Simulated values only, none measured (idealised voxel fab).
Process module heading - voxel transistor to metal
The cross-section shown here is cut; it is 180 nm wide and divided into square cells measuring 5 nm on a side.
For the purposes of this document, a cross-section shall be understood as a grid of square cells, specified as bands listed in top-to-bottom order, each band consisting of one or more rows of cells.
The band entry comprises the height of the band's top followed by the height of its bottom, expressed in nm, and subsequently the band's materials from left to right, each stated together with its width in nm. Where a single material is marked with the word "throughout", that material fills the band from edge to edge. The word "empty" represents empty space.
Convention: height 0 is the level below which the wafer, as received, is all one material. The lowest band does not terminate at the bottom but continues downward, represented as "0 down".
The notation "30..40" denotes a width that varies across the rows of cells in the band, beginning at the first number in the top row, finishing at the second number in the bottom row, and changing by an identical amount from each row to the next.
Basically "remained unchanged" means that step didn't change any cell in the cross-section.
Basically, "Unvented voids" tells you about the enclosed voids: empty spaces with no open way to the top, 8 cells or bigger, each written width x height at distance, where distance is from the left edge, all in nm.
If you see something after the settings on a step's line, that's the simulator's own remark about that step.
You can add "overlay nm" to a step's line. For a step with a mask, it describes how far the mask lay to the right of its planned position, and a negative number describes a lay to the left.
Guide to the pairs. Each holds a before and an after cross-section around one process step; the after cross-section is cut off at the lowest band that changed. Look under the pair for the step between them and its settings. Pairs can come from different runs of this module on the same starting wafer, so a pair follows on from the one above it only where its entry headed "Structure before processing" says it does.

**Structure before processing**
* 35 to 25: 50 nm SiO2 / 25 nm empty / 25 nm SiO2 / 25 nm empty / 55 nm SiO2
* 25 to 15: 50 nm SiO2 / 15 nm empty / 10 nm SiN / 5 nm SiO2 / 15 nm polySi / 5 nm SiO2 / 10 nm SiN / 15 nm empty / 55 nm SiO2
* 15 to 10: 50 nm SiO2 / 15 nm empty / 45 nm SiO2 / 15 nm empty / 55 nm SiO2
* 10 to 0: 40 nm SiO2 / 95 nm SiN / 45 nm SiO2
* 0 to -5: SiO2 throughout
* -5 to -35: 45 nm SiO2 / 85 nm Si / 50 nm SiO2
* -35 down: Si throughout
* Unvented voids: none

**Cross-Section Thereafter**
* 40 to 35: 55 nm TiN / 15 nm empty / 35 nm TiN / 15 nm empty / 60 nm TiN
* 35 to 25: 50 nm SiO2 / 5 nm TiN / 15..5 nm empty / 5..15 nm TiN / 25 nm SiO2 / 5..15 nm TiN / 15..5 nm empty / 5 nm TiN / 55 nm SiO2
* 25 to 15: 50 nm SiO2 / 5 nm TiN / 5 nm empty / 5 nm TiN / 10 nm SiN / 5 nm SiO2 / 15 nm polySi / 5 nm SiO2 / 10 nm SiN / 5 nm TiN / 5 nm empty / 5 nm TiN / 55 nm SiO2
* 15 to 10: 50 nm SiO2 / 15 nm TiN / 45 nm SiO2 / 15 nm TiN / 55 nm SiO2
* Nothing below the height 10 has changed.
* Unvented voids: none
What is the step between the two cross-sections above? CONFORMAL_DEP with material TiN, thk nm 5

Structure before processing: check the pair just above; its after cross-section is our before state.

**Cross-Section Thereafter**
* 45 to 40: Ru throughout
* 40 to 35: 55 nm TiN / 15 nm Ru / 35 nm TiN / 15 nm Ru / 60 nm TiN
* 35 to 25: 50 nm SiO2 / 5 nm TiN / 15..5 nm Ru / 5..15 nm TiN / 25 nm SiO2 / 5..15 nm TiN / 15..5 nm Ru / 5 nm TiN / 55 nm SiO2
* 25 to 15: 50 nm SiO2 / 5 nm TiN / 5 nm Ru / 5 nm TiN / 10 nm SiN / 5 nm SiO2 / 15 nm polySi / 5 nm SiO2 / 10 nm SiN / 5 nm TiN / 5 nm Ru / 5 nm TiN / 55 nm SiO2
* Nothing below the height 15 has changed.
* Unvented voids: none
What is the step between the two cross-sections above? FILL_DEP with material Ru, thk nm 5

Structure before processing: check the pair just above; its after cross-section is our before state.

**Cross-Section Thereafter**
* 35 to 25: 50 nm SiO2 / 5 nm TiN / 15..5 nm Ru / 5..15 nm TiN / 25 nm SiO2 / 5..15 nm TiN / 15..5 nm Ru / 5 nm TiN / 55 nm SiO2
* Nothing below the height 25 has changed.
* Unvented voids: none
What is the step between the two cross-sections above? CMP with height nm 35

Structure before processing: check the pair just above; its after cross-section is our before state.

**Cross-Section Thereafter**
* 40 to 35: SiN throughout
* Nothing below the height 35 has changed.
* Unvented voids: none
What is the step between the two cross-sections above? CONFORMAL_DEP with material SiN, thk nm 5

Structure before processing: check the pair just above; its after cross-section is our before state.

**Cross-Section Thereafter**
* 60 to 40: lowk throughout
* Nothing below the height 40 has changed.
* Unvented voids: none
What is the step between the two cross-sections above? DIRECTIONAL_DEP with material lowk, thk nm 20

Structure before processing: check the pair just above; its after cross-section is our before state.

**Cross-Section Thereafter**
* 80 to 60: 50 nm resist / 15 nm empty / 45 nm resist / 15 nm empty / 55 nm resist
* Nothing below the height 60 has changed.
* Unvented voids: none
What is the step between the two cross-sections above? PATTERN with tone open, mask id METAL_1, material resist, width nm 15, pitch nm 60, thk nm 20, overlay nm 0

Structure before processing: check the pair just above; its after cross-section is our before state.

**Cross-Section Thereafter**
* 80 to 60: 50 nm resist / 15 nm empty / 45 nm resist / 15 nm empty / 55 nm resist
* 60 to 40: 50 nm lowk / 15 nm empty / 45 nm lowk / 15 nm empty / 55 nm lowk
* Nothing below the height 40 has changed.
* Unvented voids: none
What is the step between the two cross-sections above? DIRECTIONAL_ETCH with etch materials lowk, depth nm 20

Structure before processing: check the pair just above; its after cross-section is our before state.

**Cross-Section Thereafter**
* 80 to 60: 50 nm resist / 15 nm empty / 45 nm resist / 15 nm empty / 55 nm resist
* 60 to 40: 50 nm lowk / 15 nm empty / 45 nm lowk / 15 nm empty / 55 nm lowk
* 40 to 35: 50 nm SiN / 15 nm empty / 45 nm SiN / 15 nm empty / 55 nm SiN
* Nothing below the height 35 has changed.
* Unvented voids: none
What is the step between the two cross-sections above? DIRECTIONAL_ETCH with etch materials SiN, depth nm 5

Structure before processing: check the pair just above; its after cross-section is our before state.

**Cross-Section Thereafter**
* 60 to 40: 50 nm lowk / 15 nm empty / 45 nm lowk / 15 nm empty / 55 nm lowk
* Nothing below the height 40 has changed.
* Unvented voids: none
What is the step between the two cross-sections above? STRIP with etch materials resist

Structure before processing: check the pair just above; its after cross-section is our before state.

**Cross-Section Thereafter**
* 65 to 60: 55 nm TiN / 5 nm empty / 55 nm TiN / 5 nm empty / 60 nm TiN
* 60 to 40: 50 nm lowk / 5 nm TiN / 5 nm empty / 5 nm TiN / 45 nm lowk / 5 nm TiN / 5 nm empty / 5 nm TiN / 55 nm lowk
* 40 to 35: 50 nm SiN / 15 nm TiN / 45 nm SiN / 15 nm TiN / 55 nm SiN
* Nothing below the height 35 has changed.
* Unvented voids: none
What is the step between the two cross-sections above? CONFORMAL_DEP with material TiN, thk nm 5

Structure before processing: check the pair just above; its after cross-section is our before state.

**Cross-Section Thereafter**
* 70 to 65: W throughout
* 65 to 60: 55 nm TiN / 5 nm W / 55 nm TiN / 5 nm W / 60 nm TiN
* 60 to 40: 50 nm lowk / 5 nm TiN / 5 nm W / 5 nm TiN / 45 nm lowk / 5 nm TiN / 5 nm W / 5 nm TiN / 55 nm lowk
* Nothing below the height 40 has changed.
* Unvented voids: none
What is the step between the two cross-sections above? FILL_DEP with material W, thk nm 5

Structure before processing: check the pair just above; its after cross-section is our before state.

**Cross-Section Thereafter**
* 60 to 40: 50 nm lowk / 5 nm TiN / 5 nm W / 5 nm TiN / 45 nm lowk / 5 nm TiN / 5 nm W / 5 nm TiN / 55 nm lowk
* Nothing below the height 40 has changed.
* Unvented voids: none
What is the step between the two cross-sections above? CMP with height nm 60

Structure before processing: check the pair just above; its after cross-section is our before state.

**Cross-Section Thereafter**
* 65 to 60: SiCN throughout
* Nothing below the height 60 has changed.
* Unvented voids: none
What is the step between the two cross-sections above? CONFORMAL_DEP with material SiCN, thk nm 5

**Structure before processing**
* 25 to 10: 40 nm empty / 95 nm resist / 45 nm empty
* 10 to 0: 40 nm empty / 95 nm SiN / 45 nm empty
* 0 to -5: 40 nm empty / 95 nm SiO2 / 45 nm empty
* -5 to -30: 40 nm empty / 95 nm Si / 45 nm empty
* -30 down: Si throughout
* Unvented voids: none

**Cross-Section Thereafter**
* 25 to 10: 40 nm empty / 95 nm resist / 45 nm empty
* 10 to 0: 40 nm empty / 95 nm SiN / 45 nm empty
* 0 to -5: 40 nm empty / 95 nm SiO2 / 45 nm empty
* -5 to -55: 40 nm empty / 95 nm Si / 45 nm empty
* Nothing below the height -55 has changed.
* Unvented voids: none
What is the step between the two cross-sections above? DIRECTIONAL_ETCH with etch materials Si, depth nm 25

Structure before processing: check the pair just above; its after cross-section is our before state.

**Cross-Section Thereafter**
* 10 to 0: 40 nm empty / 95 nm SiN / 45 nm empty
* Nothing below the height 0 has changed.
* Unvented voids: none
What is the step between the two cross-sections above? STRIP with etch materials resist

Structure before processing: check the pair just above; its after cross-section is our before state.

**Cross-Section Thereafter**
* 10 to 0: 40 nm empty / 95 nm SiN / 45 nm empty
* 0 to -5: 40 nm empty / 95 nm SiO2 / 45 nm empty
* -5 to -55: 40 nm empty / 5 nm SiO2 / 85 nm Si / 5 nm SiO2 / 45 nm empty
* -55 to -60: 45 nm SiO2 / 85 nm Si / 50 nm SiO2
* Nothing below the height -60 has changed.
* Unvented voids: none
What is the step between the two cross-sections above? OXIDIZE with depth nm 5

Structure before processing: check the pair just above; its after cross-section is our before state.

**Cross-Section Thereafter**
* 25 to 10: SiO2 throughout
* 10 to 0: 40 nm SiO2 / 95 nm SiN / 45 nm SiO2
* 0 to -5: SiO2 throughout
* -5 to -60: 45 nm SiO2 / 85 nm Si / 50 nm SiO2
* Nothing below the height -60 has changed.
* Unvented voids: none
What is the step between the two cross-sections above? FILL_DEP with material SiO2, thk nm 15

Structure before processing: check the pair just above; its after cross-section is our before state.

**Cross-Section Thereafter**
* 10 to 0: 40 nm SiO2 / 95 nm SiN / 45 nm SiO2
* Nothing below the height 0 has changed.
* Unvented voids: none
What is the step between the two cross-sections above? CMP with height nm 10

Structure before processing: check the pair just above; its after cross-section is our before state.

**Cross-Section Thereafter**
* 10 to 5: 40 nm empty / 95 nm SiN / 45 nm empty
* Nothing below the height 5 has changed.
* Unvented voids: none
What is the step between the two cross-sections above? SELECTIVE_ETCH with etch materials SiO2, depth nm 5

Structure before processing: check the pair just above; its after cross-section is our before state.

**Cross-Section Thereafter**
* 5 to 0: 40 nm SiO2 / 95 nm empty / 45 nm SiO2
* Nothing below the height 0 has changed.
* Unvented voids: none
What is the step between the two cross-sections above? STRIP with etch materials SiN

Structure before processing: check the pair just above; its after cross-section is our before state.

**Cross-Section Thereafter**
* 0 to -5: 35 nm SiO2 / 105 nm empty / 40 nm SiO2
* Nothing below the height -5 has changed.
* Unvented voids: none
What is the step between the two cross-sections above? SELECTIVE_ETCH with etch materials SiO2, depth nm 5

Structure before processing: check the pair just above; its after cross-section is our before state.

**Cross-Section Thereafter**
* 0 to -5: 35 nm SiO2 / 105 nm empty / 40 nm SiO2
* -5 to -10: SiO2 throughout
* Nothing below the height -10 has changed.
* Unvented voids: none
What is the step between the two cross-sections above? OXIDIZE with depth nm 5

Structure before processing: check the pair just above; its after cross-section is our before state.

**Cross-Section Thereafter**
* 20 to 15: 35 nm polySi / 105 nm empty / 40 nm polySi
* 15 to 0: polySi throughout
* 0 to -5: 35 nm SiO2 / 105 nm polySi / 40 nm SiO2
* Nothing below the height -5 has changed.
* Unvented voids: none
What is the step between the two cross-sections above? DIRECTIONAL_DEP with material polySi, thk nm 20

Structure before processing: check the pair just above; its after cross-section is our before state.

**Cross-Section Thereafter**
* 30 to 25: 35 nm SiCN / 105 nm empty / 40 nm SiCN
* 25 to 20: SiCN throughout
* 20 to 15: 35 nm polySi / 105 nm SiCN / 40 nm polySi
* Nothing below the height 15 has changed.
* Unvented voids: none
What is the step between the two cross-sections above? DIRECTIONAL_DEP with material SiCN, thk nm 10

Structure before processing: check the pair just above; its after cross-section is our before state.

**Cross-Section Thereafter**
* 25 to 20: 80 nm empty / 15 nm SiCN / 85 nm empty
* 20 to 15: 35 nm polySi / 45 nm empty / 15 nm SiCN / 45 nm empty / 40 nm polySi
* Nothing below the height 15 has changed.
* Unvented voids: none
What is the step between the two cross-sections above? MASKED_ETCH with tone cover, mask id GATE, width nm 15, etch materials SiCN, depth nm 20, overlay nm 0

Structure before processing: check the pair just above; its after cross-section is our before state.

**Cross-Section Thereafter**
* 25 to 15: 80 nm empty / 15 nm SiCN / 85 nm empty
* 15 to 0: 80 nm empty / 15 nm polySi / 85 nm empty
* 0 to -5: 35 nm SiO2 / 45 nm empty / 15 nm polySi / 45 nm empty / 40 nm SiO2
* Nothing below the height -5 has changed.
* Unvented voids: none
What is the step between the two cross-sections above? MASKED_ETCH with tone cover, mask id GATE, width nm 15, etch materials polySi, depth nm 30, overlay nm 0

Structure before processing: check the pair just above; its after cross-section is our before state.

**Cross-Section Thereafter**
* 30 to 25: 75 nm empty / 25 nm SiO2 / 80 nm empty
* 25 to 15: 75 nm empty / 5 nm SiO2 / 15 nm SiCN / 5 nm SiO2 / 80 nm empty
* 15 to 5: 75 nm empty / 5 nm SiO2 / 15 nm polySi / 5 nm SiO2 / 80 nm empty
* 5 to 0: 40 nm SiO2 / 35 nm empty / 5 nm SiO2 / 15 nm polySi / 5 nm SiO2 / 35 nm empty / 45 nm SiO2
* 0 to -5: 80 nm SiO2 / 15 nm polySi / 85 nm SiO2
* Nothing below the height -5 has changed.
* Unvented voids: none
What is the step between the two cross-sections above? CONFORMAL_DEP with material SiO2, thk nm 5

Structure before processing: check the pair just above; its after cross-section is our before state.

**Cross-Section Thereafter**
* 25 to 15: 75 nm empty / 5 nm SiO2 / 15 nm SiCN / 5 nm SiO2 / 80 nm empty
* 15 to 0: 75 nm empty / 5 nm SiO2 / 15 nm polySi / 5 nm SiO2 / 80 nm empty
* 0 to -5: 40 nm SiO2 / 35 nm empty / 5 nm SiO2 / 15 nm polySi / 5 nm SiO2 / 35 nm empty / 45 nm SiO2
* Nothing below the height -5 has changed.
* Unvented voids: none
What is the step between the two cross-sections above? DIRECTIONAL_ETCH with etch materials SiO2, depth nm 5

Structure before processing: check the pair just above; its after cross-section is our before state.

**Cross-Section Thereafter**
* 35 to 25: 65 nm empty / 45 nm SiN / 70 nm empty
* 25 to 15: 65 nm empty / 10 nm SiN / 5 nm SiO2 / 15 nm SiCN / 5 nm SiO2 / 10 nm SiN / 70 nm empty
* 15 to 10: 65 nm empty / 10 nm SiN / 5 nm SiO2 / 15 nm polySi / 5 nm SiO2 / 10 nm SiN / 70 nm empty
* 10 to 5: 50 nm SiN / 15 nm empty / 10 nm SiN / 5 nm SiO2 / 15 nm polySi / 5 nm SiO2 / 10 nm SiN / 15 nm empty / 55 nm SiN
* 5 to 0: 75 nm SiN / 5 nm SiO2 / 15 nm polySi / 5 nm SiO2 / 80 nm SiN
* 0 to -5: 40 nm SiO2 / 35 nm SiN / 5 nm SiO2 / 15 nm polySi / 5 nm SiO2 / 35 nm SiN / 45 nm SiO2
* Nothing below the height -5 has changed.
* Unvented voids: none
What is the step between the two cross-sections above? CONFORMAL_DEP with material SiN, thk nm 10

Structure before processing: check the pair just above; its after cross-section is our before state.

**Cross-Section Thereafter**
* 25 to 15: 65 nm empty / 10 nm SiN / 5 nm SiO2 / 15 nm SiCN / 5 nm SiO2 / 10 nm SiN / 70 nm empty
* 15 to 0: 65 nm empty / 10 nm SiN / 5 nm SiO2 / 15 nm polySi / 5 nm SiO2 / 10 nm SiN / 70 nm empty
* 0 to -5: 40 nm SiO2 / 10 nm SiN / 15 nm empty / 10 nm SiN / 5 nm SiO2 / 15 nm polySi / 5 nm SiO2 / 10 nm SiN / 15 nm empty / 10 nm SiN / 45 nm SiO2
* Nothing below the height -5 has changed.
* Unvented voids: none
What is the step between the two cross-sections above? DIRECTIONAL_ETCH with etch materials SiN, depth nm 10

Structure before processing: check the pair just above; its after cross-section is our before state.

**Cross-Section Thereafter**
* 25 to 20: 65 nm empty / 10 nm SiN / 5 nm empty / 15 nm SiCN / 5 nm empty / 10 nm SiN / 70 nm empty
* 20 to 15: 65 nm empty / 10 nm SiN / 5 nm SiO2 / 15 nm SiCN / 5 nm SiO2 / 10 nm SiN / 70 nm empty
* 15 to 0: 65 nm empty / 10 nm SiN / 5 nm SiO2 / 15 nm polySi / 5 nm SiO2 / 10 nm SiN / 70 nm empty
* 0 to -5: 40 nm empty / 10 nm SiN / 15 nm empty / 10 nm SiN / 5 nm SiO2 / 15 nm polySi / 5 nm SiO2 / 10 nm SiN / 15 nm empty / 10 nm SiN / 45 nm empty
* -5 to -10: 50 nm SiO2 / 15 nm empty / 45 nm SiO2 / 15 nm empty / 55 nm SiO2
* Nothing below the height -10 has changed.
* Unvented voids: none
What is the step between the two cross-sections above? DIRECTIONAL_ETCH with etch materials SiO2, depth nm 5

Structure before processing: check the pair just above; its after cross-section is our before state.

**Cross-Section Thereafter**
* 25 to 20: 65 nm empty / 10 nm SiN / 5 nm empty / 15 nm SiCN / 5 nm empty / 10 nm SiN / 70 nm empty
* 20 to 15: 65 nm empty / 10 nm SiN / 5 nm SiO2 / 15 nm SiCN / 5 nm SiO2 / 10 nm SiN / 70 nm empty
* 15 to 0: 65 nm empty / 10 nm SiN / 5 nm SiO2 / 15 nm polySi / 5 nm SiO2 / 10 nm SiN / 70 nm empty
* 0 to -5: 40 nm empty / 10 nm SiN / 15 nm empty / 10 nm SiN / 5 nm SiO2 / 15 nm polySi / 5 nm SiO2 / 10 nm SiN / 15 nm empty / 10 nm SiN / 45 nm empty
* -5 to -10: 50 nm SiO2 / 15 nm empty / 45 nm SiO2 / 15 nm empty / 55 nm SiO2
* -10 to -25: 45 nm SiO2 / 5 nm Si / 15 nm empty / 45 nm Si / 15 nm empty / 5 nm Si / 50 nm SiO2
* Nothing below the height -25 has changed.
* Unvented voids: none
What is the step between the two cross-sections above? DIRECTIONAL_ETCH with etch materials Si, depth nm 15

Structure before processing: check the pair just above; its after cross-section is our before state.

**Cross-Section Thereafter**
* 25 to 20: 65 nm empty / 10 nm SiN / 5 nm empty / 15 nm SiCN / 5 nm empty / 10 nm SiN / 70 nm empty
* 20 to 15: 65 nm empty / 10 nm SiN / 5 nm SiO2 / 15 nm SiCN / 5 nm SiO2 / 10 nm SiN / 70 nm empty
* 15 to 10: 65 nm empty / 10 nm SiN / 5 nm SiO2 / 15 nm polySi / 5 nm SiO2 / 10 nm SiN / 70 nm empty
* 10 to 0: 40 nm empty / 25 nm nSi / 10 nm SiN / 5 nm SiO2 / 15 nm polySi / 5 nm SiO2 / 10 nm SiN / 25 nm nSi / 45 nm empty
* 0 to -5: 40 nm empty / 10 nm SiN / 15 nm nSi / 10 nm SiN / 5 nm SiO2 / 15 nm polySi / 5 nm SiO2 / 10 nm SiN / 15 nm nSi / 10 nm SiN / 45 nm empty
* -5 to -10: 50 nm SiO2 / 15 nm nSi / 45 nm SiO2 / 15 nm nSi / 55 nm SiO2
* -10 to -25: 45 nm SiO2 / 5 nm Si / 15 nm nSi / 45 nm Si / 15 nm nSi / 5 nm Si / 50 nm SiO2
* Nothing below the height -25 has changed.
* Unvented voids: none
What is the step between the two cross-sections above? EPI with material nSi, thk nm 20

Structure before processing: check the pair just above; its after cross-section is our before state.

**Cross-Section Thereafter**
* 30 to 25: SiO2 throughout
* 25 to 15: 65 nm SiO2 / 10 nm SiN / 5 nm SiO2 / 15 nm SiCN / 5 nm SiO2 / 10 nm SiN / 70 nm SiO2
* 15 to 10: 65 nm SiO2 / 10 nm SiN / 5 nm SiO2 / 15 nm polySi / 5 nm SiO2 / 10 nm SiN / 70 nm SiO2
* 10 to 0: 40 nm SiO2 / 25 nm nSi / 10 nm SiN / 5 nm SiO2 / 15 nm polySi / 5 nm SiO2 / 10 nm SiN / 25 nm nSi / 45 nm SiO2
* 0 to -5: 40 nm SiO2 / 10 nm SiN / 15 nm nSi / 10 nm SiN / 5 nm SiO2 / 15 nm polySi / 5 nm SiO2 / 10 nm SiN / 15 nm nSi / 10 nm SiN / 45 nm SiO2
* Nothing below the height -5 has changed.
* Unvented voids: none
What is the step between the two cross-sections above? FILL_DEP with material SiO2, thk nm 5

Structure before processing: check the pair just above; its after cross-section is our before state.

**Cross-Section Thereafter**
* 25 to 15: 65 nm SiO2 / 10 nm SiN / 5 nm SiO2 / 15 nm SiCN / 5 nm SiO2 / 10 nm SiN / 70 nm SiO2
* Nothing below the height 15 has changed.
* Unvented voids: none
What is the step between the two cross-sections above? CMP with height nm 25

Structure before processing: check the pair just above; its after cross-section is our before state.

**Cross-Section Thereafter**
* 35 to 25: SiO2 throughout
* Nothing below the height 25 has changed.
* Unvented voids: none
What is the step between the two cross-sections above? DIRECTIONAL_DEP with material SiO2, thk nm 10

Structure before processing: check the pair just above; its after cross-section is our before state.

**Cross-Section Thereafter**
* 50 to 35: 50 nm resist / 25 nm empty / 25 nm resist / 25 nm empty / 55 nm resist
* Nothing below the height 35 has changed.
* Unvented voids: none
What is the step between the two cross-sections above? PATTERN with tone open, mask id CONTACT, material resist, width nm 25, pitch nm 50, thk nm 15, overlay nm 0

Structure before processing: check the pair just above; its after cross-section is our before state.

**Cross-Section Thereafter**
* 50 to 35: 50 nm resist / 25 nm empty / 25 nm resist / 25 nm empty / 55 nm resist
* 35 to 25: 50 nm SiO2 / 25 nm empty / 25 nm SiO2 / 25 nm empty / 55 nm SiO2
* 25 to 15: 50 nm SiO2 / 15 nm empty / 10 nm SiN / 5 nm SiO2 / 15 nm SiCN / 5 nm SiO2 / 10 nm SiN / 15 nm empty / 55 nm SiO2
* 15 to 10: 50 nm SiO2 / 15 nm empty / 10 nm SiN / 5 nm SiO2 / 15 nm polySi / 5 nm SiO2 / 10 nm SiN / 15 nm empty / 55 nm SiO2
* Nothing below the height 10 has changed.
* Unvented voids: none
What is the step between the two cross-sections above? DIRECTIONAL_ETCH with etch materials SiO2, depth nm 25

Structure before processing: check the pair just above; its after cross-section is our before state.

**Cross-Section Thereafter**
* 35 to 25: 50 nm SiO2 / 25 nm empty / 25 nm SiO2 / 25 nm empty / 55 nm SiO2
* Nothing below the height 25 has changed.
* Unvented voids: none
What is the step between the two cross-sections above? STRIP with etch materials resist

Structure before processing: check the pair just above; its after cross-section is our before state.

**Cross-Section Thereafter**
* 40 to 35: 55 nm TiN / 15 nm empty / 35 nm TiN / 15 nm empty / 60 nm TiN
* 35 to 25: 50 nm SiO2 / 5 nm TiN / 15..5 nm empty / 5..15 nm TiN / 25 nm SiO2 / 5..15 nm TiN / 15..5 nm empty / 5 nm TiN / 55 nm SiO2
* 25 to 15: 50 nm SiO2 / 5 nm TiN / 5 nm empty / 5 nm TiN / 10 nm SiN / 5 nm SiO2 / 15 nm SiCN / 5 nm SiO2 / 10 nm SiN / 5 nm TiN / 5 nm empty / 5 nm TiN / 55 nm SiO2
* 15 to 10: 50 nm SiO2 / 15 nm TiN / 10 nm SiN / 5 nm SiO2 / 15 nm polySi / 5 nm SiO2 / 10 nm SiN / 15 nm TiN / 55 nm SiO2
* Nothing below the height 10 has changed.
* Unvented voids: none
What is the step between the two cross-sections above? CONFORMAL_DEP with material TiN, thk nm 5

Structure before processing: check the pair just above; its after cross-section is our before state.

**Cross-Section Thereafter**
* 45 to 40: Ru throughout
* 40 to 35: 55 nm TiN / 15 nm Ru / 35 nm TiN / 15 nm Ru / 60 nm TiN
* 35 to 25: 50 nm SiO2 / 5 nm TiN / 15..5 nm Ru / 5..15 nm TiN / 25 nm SiO2 / 5..15 nm TiN / 15..5 nm Ru / 5 nm TiN / 55 nm SiO2
* 25 to 15: 50 nm SiO2 / 5 nm TiN / 5 nm Ru / 5 nm TiN / 10 nm SiN / 5 nm SiO2 / 15 nm SiCN / 5 nm SiO2 / 10 nm SiN / 5 nm TiN / 5 nm Ru / 5 nm TiN / 55 nm SiO2
* Nothing below the height 15 has changed.
* Unvented voids: none
What is the step between the two cross-sections above? FILL_DEP with material Ru, thk nm 5

Structure before processing: check the pair just above; its after cross-section is our before state.

**Cross-Section Thereafter**
* 35 to 25: 50 nm SiO2 / 5 nm TiN / 15..5 nm Ru / 5..15 nm TiN / 25 nm SiO2 / 5..15 nm TiN / 15..5 nm Ru / 5 nm TiN / 55 nm SiO2
* Nothing below the height 25 has changed.
* Unvented voids: none
What is the step between the two cross-sections above? CMP with height nm 35

Structure before processing: check the pair just above; its after cross-section is our before state.

**Cross-Section Thereafter**
* 40 to 35: SiN throughout
* Nothing below the height 35 has changed.
* Unvented voids: none
What is the step between the two cross-sections above? CONFORMAL_DEP with material SiN, thk nm 5

Structure before processing: check the pair just above; its after cross-section is our before state.

**Cross-Section Thereafter**
* 60 to 40: lowk throughout
* Nothing below the height 40 has changed.
* Unvented voids: none
What is the step between the two cross-sections above? DIRECTIONAL_DEP with material lowk, thk nm 20

Structure before processing: check the pair just above; its after cross-section is our before state.

**Cross-Section Thereafter**
* 80 to 60: 50 nm resist / 15 nm empty / 45 nm resist / 15 nm empty / 55 nm resist
* Nothing below the height 60 has changed.
* Unvented voids: none
What is the step between the two cross-sections above? PATTERN with tone open, mask id METAL_1, material resist, width nm 15, pitch nm 60, thk nm 20, overlay nm 0

Structure before processing: check the pair just above; its after cross-section is our before state.

**Cross-Section Thereafter**
* 80 to 60: 50 nm resist / 15 nm empty / 45 nm resist / 15 nm empty / 55 nm resist
* 60 to 40: 50 nm lowk / 15 nm empty / 45 nm lowk / 15 nm empty / 55 nm lowk
* Nothing below the height 40 has changed.
* Unvented voids: none
What is the step between the two cross-sections above? DIRECTIONAL_ETCH with etch materials lowk, depth nm 20

Structure before processing: check the pair just above; its after cross-section is our before state.

**Cross-Section Thereafter**
* 80 to 60: 50 nm resist / 15 nm empty / 45 nm resist / 15 nm empty / 55 nm resist
* 60 to 40: 50 nm lowk / 15 nm empty / 45 nm lowk / 15 nm empty / 55 nm lowk
* 40 to 35: 50 nm SiN / 15 nm empty / 45 nm SiN / 15 nm empty / 55 nm SiN
* Nothing below the height 35 has changed.
* Unvented voids: none
What is the step between the two cross-sections above? DIRECTIONAL_ETCH with etch materials SiN, depth nm 5

Structure before processing: check the pair just above; its after cross-section is our before state.

**Cross-Section Thereafter**
* 60 to 40: 50 nm lowk / 15 nm empty / 45 nm lowk / 15 nm empty / 55 nm lowk
* Nothing below the height 40 has changed.
* Unvented voids: none
What is the step between the two cross-sections above? STRIP with etch materials resist

Structure before processing: check the pair just above; its after cross-section is our before state.

**Cross-Section Thereafter**
* 65 to 60: 55 nm TiN / 5 nm empty / 55 nm TiN / 5 nm empty / 60 nm TiN
* 60 to 40: 50 nm lowk / 5 nm TiN / 5 nm empty / 5 nm TiN / 45 nm lowk / 5 nm TiN / 5 nm empty / 5 nm TiN / 55 nm lowk
* 40 to 35: 50 nm SiN / 15 nm TiN / 45 nm SiN / 15 nm TiN / 55 nm SiN
* Nothing below the height 35 has changed.
* Unvented voids: none
What is the step between the two cross-sections above? CONFORMAL_DEP with material TiN, thk nm 5

Structure before processing: check the pair just above; its after cross-section is our before state.

**Cross-Section Thereafter**
* 70 to 65: W throughout
* 65 to 60: 55 nm TiN / 5 nm W / 55 nm TiN / 5 nm W / 60 nm TiN
* 60 to 40: 50 nm lowk / 5 nm TiN / 5 nm W / 5 nm TiN / 45 nm lowk / 5 nm TiN / 5 nm W / 5 nm TiN / 55 nm lowk
* Nothing below the height 40 has changed.
* Unvented voids: none
What is the step between the two cross-sections above? FILL_DEP with material W, thk nm 5

Structure before processing: check the pair just above; its after cross-section is our before state.

**Cross-Section Thereafter**
* 60 to 40: 50 nm lowk / 5 nm TiN / 5 nm W / 5 nm TiN / 45 nm lowk / 5 nm TiN / 5 nm W / 5 nm TiN / 55 nm lowk
* Nothing below the height 40 has changed.
* Unvented voids: none
What is the step between the two cross-sections above? CMP with height nm 60

Structure before processing: check the pair just above; its after cross-section is our before state.

**Cross-Section Thereafter**
* 65 to 60: SiCN throughout
* Nothing below the height 60 has changed.
* Unvented voids: none
What is the step between the two cross-sections above? CONFORMAL_DEP with material SiCN, thk nm 5

**Structure before processing**
* 25 to 20: 65 nm empty / 10 nm SiN / 5 nm empty / 15 nm SiCN / 5 nm empty / 10 nm SiN / 70 nm empty
* 20 to 15: 65 nm empty / 10 nm SiN / 5 nm SiO2 / 15 nm SiCN / 5 nm SiO2 / 10 nm SiN / 70 nm empty
* 15 to 0: 65 nm empty / 10 nm SiN / 5 nm SiO2 / 15 nm polySi / 5 nm SiO2 / 10 nm SiN / 70 nm empty
* 0 to -5: 40 nm empty / 10 nm SiN / 15 nm empty / 10 nm SiN / 5 nm SiO2 / 15 nm polySi / 5 nm SiO2 / 10 nm SiN / 15 nm empty / 10 nm SiN / 45 nm empty
* -5 to -10: 50 nm SiO2 / 15 nm empty / 45 nm SiO2 / 15 nm empty / 55 nm SiO2
* -10 to -35: 45 nm SiO2 / 85 nm Si / 50 nm SiO2
* -35 down: Si throughout
* Unvented voids: none

**Cross-Section Thereafter**
* 25 to 20: 65 nm empty / 10 nm SiN / 5 nm empty / 15 nm SiCN / 5 nm empty / 10 nm SiN / 70 nm empty
* 20 to 15: 65 nm empty / 10 nm SiN / 5 nm SiO2 / 15 nm SiCN / 5 nm SiO2 / 10 nm SiN / 70 nm empty
* 15 to 10: 65 nm empty / 10 nm SiN / 5 nm SiO2 / 15 nm polySi / 5 nm SiO2 / 10 nm SiN / 70 nm empty
* 10 to 0: 40 nm empty / 25 nm nSi / 10 nm SiN / 5 nm SiO2 / 15 nm polySi / 5 nm SiO2 / 10 nm SiN / 25 nm nSi / 45 nm empty
* 0 to -5: 40 nm empty / 10 nm SiN / 15 nm nSi / 10 nm SiN / 5 nm SiO2 / 15 nm polySi / 5 nm SiO2 / 10 nm SiN / 15 nm nSi / 10 nm SiN / 45 nm empty
* -5 to -10: 50 nm SiO2 / 15 nm nSi / 45 nm SiO2 / 15 nm nSi / 55 nm SiO2
* Nothing below the height -10 has changed.
* Unvented voids: none
What is the step between the two cross-sections above? EPI with material nSi, thk nm 20
